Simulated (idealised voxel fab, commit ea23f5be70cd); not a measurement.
process module | voxel tone inversion
cross-section cut | 255 nm wide | cells 5 nm
A cross-section is a grid of square cells, given in bands from the top down. A band is one or more rows of cells.
Each band's line starts with the height of the band's top and of its bottom, in nm. Then come its materials from left to right, each with its width in nm. One material with "throughout" fills the band from edge to edge. "air" is empty space.
Height 0 is the level under which the wafer as received is all one material. The lowest band goes on downwards, as in "0 down".
A width such as "30 to 40" changes by the same amount from each row of cells to the next, from the band's top row to its bottom row.
"no change" after a step means that no cell of the cross-section changed.
closed voids: empty space of 8 cells or more with no open way to the top, each as width x height at its distance from the left edge, in nm
after a step's settings: what the simulator itself notes on the step
overlay nm, on a step with a mask: how far to the right of its planned place the mask lay; to the left if negative
plan
1 op RECEIVE | material Si
2 op CONFORMAL_DEP | material SiN | thk nm 5
3 op DIRECTIONAL_DEP | material polySi | thk nm 15
4 op PATTERN | tone cover | mask id POSTS | material resist | width nm 25 | pitch nm 40 | thk nm 25 | overlay nm 0
5 op DIRECTIONAL_ETCH | etch materials polySi | depth nm 15
6 op STRIP | etch materials resist
7 op FILL_DEP | material lowk | thk nm 5
8 op CMP | height nm 20
9 op STRIP | etch materials polySi
10 op CONFORMAL_DEP | material TiN | thk nm 5
11 op FILL_DEP | material Cu | thk nm 10
12 op CMP | height nm 20
13 op CONFORMAL_DEP | material SiN | thk nm 5
first wafer, as planned
as received, after step 1
  0 down: Si throughout
  closed voids: none
after step 2
  5 to 0: SiN throughout
  below 0: unchanged
after step 3
  20 to 5: polySi throughout
  below 5: unchanged
after step 4
  45 to 20: air 95 | resist 25 | air 15 | resist 25 | air 95
  below 20: unchanged
after step 5
  45 to 20: air 95 | resist 25 | air 15 | resist 25 | air 95
  20 to 5: air 95 | polySi 25 | air 15 | polySi 25 | air 95
  below 5: unchanged
after step 6
  20 to 5: air 95 | polySi 25 | air 15 | polySi 25 | air 95
  below 5: unchanged
after step 7
  25 to 20: lowk throughout
  20 to 5: lowk 95 | polySi 25 | lowk 15 | polySi 25 | lowk 95
  below 5: unchanged
after step 8
  20 to 5: lowk 95 | polySi 25 | lowk 15 | polySi 25 | lowk 95
  below 5: unchanged
after step 9
  20 to 5: lowk 95 | air 25 | lowk 15 | air 25 | lowk 95
  below 5: unchanged
after step 10
  25 to 20: TiN 100 | air 15 | TiN 25 | air 15 | TiN 100
  20 to 10: lowk 95 | TiN 5 | air 15 | TiN 5 | lowk 15 | TiN 5 | air 15 | TiN 5 | lowk 95
  10 to 5: lowk 95 | TiN 25 | lowk 15 | TiN 25 | lowk 95
  below 5: unchanged
after step 11
  35 to 25: Cu throughout
  25 to 20: TiN 100 | Cu 15 | TiN 25 | Cu 15 | TiN 100
  20 to 10: lowk 95 | TiN 5 | Cu 15 | TiN 5 | lowk 15 | TiN 5 | Cu 15 | TiN 5 | lowk 95
  below 10: unchanged
after step 12
  20 to 10: lowk 95 | TiN 5 | Cu 15 | TiN 5 | lowk 15 | TiN 5 | Cu 15 | TiN 5 | lowk 95
  below 10: unchanged
after step 13
  25 to 20: SiN throughout
  below 20: unchanged
second wafer: like start, like plan, one mistake. Through step 3 it matches the first wafer
when step 4 should have ended
  45 to 20: air 105 | resist 25 | air 15 | resist 25 | air 85
  below 20: unchanged
when step 5 should have ended
  45 to 20: air 105 | resist 25 | air 15 | resist 25 | air 85
  20 to 5: air 105 | polySi 25 | air 15 | polySi 25 | air 85
  below 5: unchanged
when step 6 should have ended
  20 to 5: air 105 | polySi 25 | air 15 | polySi 25 | air 85
  below 5: unchanged
when step 7 should have ended
  25 to 20: lowk throughout
  20 to 5: lowk 105 | polySi 25 | lowk 15 | polySi 25 | lowk 85
  below 5: unchanged
when step 8 should have ended
  20 to 5: lowk 105 | polySi 25 | lowk 15 | polySi 25 | lowk 85
  below 5: unchanged
when step 9 should have ended
  20 to 5: lowk 105 | air 25 | lowk 15 | air 25 | lowk 85
  below 5: unchanged
when step 10 should have ended
  25 to 20: TiN 110 | air 15 | TiN 25 | air 15 | TiN 90
  20 to 10: lowk 105 | TiN 5 | air 15 | TiN 5 | lowk 15 | TiN 5 | air 15 | TiN 5 | lowk 85
  10 to 5: lowk 105 | TiN 25 | lowk 15 | TiN 25 | lowk 85
  below 5: unchanged
when step 11 should have ended
  35 to 25: Cu throughout
  25 to 20: TiN 110 | Cu 15 | TiN 25 | Cu 15 | TiN 90
  20 to 10: lowk 105 | TiN 5 | Cu 15 | TiN 5 | lowk 15 | TiN 5 | Cu 15 | TiN 5 | lowk 85
  below 10: unchanged
when step 12 should have ended
  20 to 10: lowk 105 | TiN 5 | Cu 15 | TiN 5 | lowk 15 | TiN 5 | Cu 15 | TiN 5 | lowk 85
  below 10: unchanged
when step 13 should have ended
  25 to 20: SiN throughout
  below 20: unchanged
what went wrong: step 4 ran as: op PATTERN | tone cover | mask id POSTS | material resist | width nm 25 | pitch nm 40 | thk nm 25 | overlay nm 10
at the end the second wafer has, in cells: as many of each material as the first, in other places
